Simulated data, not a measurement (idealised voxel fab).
You're looking at the process module voxel tone inversion.
Section cut is 215 nm wide and gridded with 5 nm square cells.
Cross-section spec: square-cell grid; bands listed top down; each band is one or more rows.
The entry gives the band's vertical extent as a top height and a bottom height in nm, then its horizontal make-up as materials from left to right, each with a width in nm. "blank" stands for empty space; a single material marked "throughout" fills the band edge to edge.
Zero point of the height axis is 0; under it, received wafer = one material. Lowest band: continues down indefinitely, "0 and below".
Width "30 to 40": first value at the band's top row of cells, second value at its bottom row, equal change from row to row.
"nothing altered" means the step left every cell of the cross-section as it was.
The entry titled "Unvented cavities" provides the empty spaces that have no open way to the top, restricted to those of 8 cells or more. Each is presented as width x height at distance, the distance being measured from the left edge, with all three in nm.
after a step's settings: what the simulator itself notes on the step
The optional step-line setting "overlay nm" applies to steps with a mask and quantifies how far to the right of its planned location the mask lay, a negative value indicating leftward placement.

Steps in the process plan
1. RECEIVE with material Si
2. CONFORMAL_DEP with material SiN, thk nm 5
3. DIRECTIONAL_DEP with material aC, thk nm 15
4. PATTERN with tone cover, mask id POSTS, material resist, width nm 15, pitch nm 50, thk nm 20, overlay nm 0
5. DIRECTIONAL_ETCH with etch materials aC, depth nm 15
6. STRIP with etch materials resist
7. FILL_DEP with material lowk, thk nm 5
8. CMP with height nm 20
9. STRIP with etch materials aC
What sets these wafers apart? The width nm at step 4. They all start alike, and the plan carries the first wafer's value.

Cross-section of the first of several received wafers, showing its state after step 1
- 0 and below | Si throughout
- Unvented cavities: none

The figure below presents a cross-section of the first of several wafers at the conclusion of the module, following its last step, step 9
- 20 down to 5 | lowk 25 nm | blank 15 nm | lowk 35 nm | blank 15 nm | lowk 35 nm | blank 15 nm | lowk 35 nm | blank 15 nm | lowk 25 nm
- 5 down to 0 | SiN throughout
- 0 and below | Si throughout
- Unvented cavities: none

Cross-section at module completion, last wafer
- 20 down to 5 | lowk 15 nm | blank 35 nm | lowk 15 nm | blank 35 nm | lowk 15 nm | blank 35 nm | lowk 15 nm | blank 35 nm | lowk 15 nm
- 5 down to 0 | SiN throughout
- 0 and below | Si throughout
- Unvented cavities: none

Basically each wafer gets a line in the table, showing it at the end of the module: material by material, the cells it gained (+) or lost (-) since we got it, then its closed voids
width nm 15, +43 SiN, +93 lowk, Unvented cavities: none
width nm 20, +43 SiN, +81 lowk, Unvented cavities: none
width nm 25, +43 SiN, +69 lowk, Unvented cavities: none
width nm 30, +43 SiN, +57 lowk, Unvented cavities: none
width nm 35, +43 SiN, +45 lowk, Unvented cavities: none
